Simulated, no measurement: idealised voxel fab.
Presented below is a process module, voxel self aligned vias.
FYI the section here is cut, 290 nm wide, cells are 5 nm squares.
A cross-section in this document is a grid of square cells, and it is written down as bands, the top band listed before the ones below it; a band is made up of one or more rows of cells.
Top, bottom (nm), then materials left to right with widths (nm); lone material tagged "everywhere" fills the whole band edge to edge; "air" = empty space.
Heads up on the height convention: 0 is the point under which the incoming wafer is all one material, and the lowest band has no bottom, it just keeps going down, like "0..down".
Think of "30..40" as a width that walks from the first number to the second as you go down the band, top row to bottom row, taking equal-sized steps from row to row.
It should be understood that the words "everything unchanged", when stated for a given step, signify that the cross-section underwent no change in any of its cells during that step.
For the entry "Closed void catalog", the listed items are empty spaces with no open way to the top whose size is 8 cells or more; each item follows the pattern width x height at distance, where distance is from the left edge and all three are in nm.
after a step's settings: what the simulator itself notes on the step
overlay nm: on a step with a mask, how far right of its planned place the mask lay; negative means left.
Process steps - plan:
1,RECEIVE, material Si
2,CONFORMAL_DEP, material SiO2, thk nm 15
3,CONFORMAL_DEP, material SiCN, thk nm 5
4,DIRECTIONAL_DEP, material SiO2, thk nm 20
5,PATTERN, tone open, mask id LINES, material resist, width nm 30, pitch nm 70, thk nm 15, overlay nm 0
6,DIRECTIONAL_ETCH, etch materials SiO2, depth nm 20
7,STRIP, etch materials resist
8,CONFORMAL_DEP, material TiN, thk nm 5
9,FILL_DEP, material W, thk nm 5
10,CMP, height nm 40
11,SELECTIVE_ETCH, etch materials W Ru TiN, depth nm 5
12,FILL_DEP, material SiN, thk nm 5
13,CMP, height nm 40
14,DIRECTIONAL_DEP, material SiO2, thk nm 20
15,MASKED_ETCH, tone open, mask id VIAS, width nm 40, pitch nm 70, etch materials SiO2, depth nm 20, overlay nm -15
16,MASKED_ETCH, tone open, mask id VIAS, width nm 40, pitch nm 70, etch materials SiN, depth nm 5, overlay nm 0
17,CONFORMAL_DEP, material TiN, thk nm 5
18,FILL_DEP, material Cu, thk nm 5
19,CMP, height nm 60
20,CONFORMAL_DEP, material SiN, thk nm 5
Across this set of wafers, the varied parameter is the overlay nm of step 15. Starting conditions are identical for every wafer, and the plan reports the value assigned to the first wafer.
The as-received cross-section of the first of several wafers corresponds to the state after step 1:
	0..down | Si everywhere
	Closed void catalog: none
Every row in this table is a wafer at the end of the module, and it gives, for each of the materials, the cells that wafer has gained (+) or lost (-) since it was received, then its closed voids:
overlay nm -15; +60 Cu; +58 SiCN; +64 SiN; +470 SiO2; +78 TiN; +24 W; Closed void catalog: none
overlay nm -10; +63 Cu; +58 SiCN; +61 SiN; +470 SiO2; +78 TiN; +24 W; Closed void catalog: none
overlay nm -5; +66 Cu; +58 SiCN; +58 SiN; +470 SiO2; +78 TiN; +24 W; Closed void catalog: none
overlay nm 0; +66 Cu; +58 SiCN; +58 SiN; +470 SiO2; +78 TiN; +24 W; Closed void catalog: none
overlay nm 5; +66 Cu; +58 SiCN; +58 SiN; +470 SiO2; +78 TiN; +24 W; Closed void catalog: none
overlay nm 10; +63 Cu; +58 SiCN; +61 SiN; +470 SiO2; +78 TiN; +24 W; Closed void catalog: none
overlay nm 15; +60 Cu; +58 SiCN; +64 SiN; +470 SiO2; +78 TiN; +24 W; Closed void catalog: none
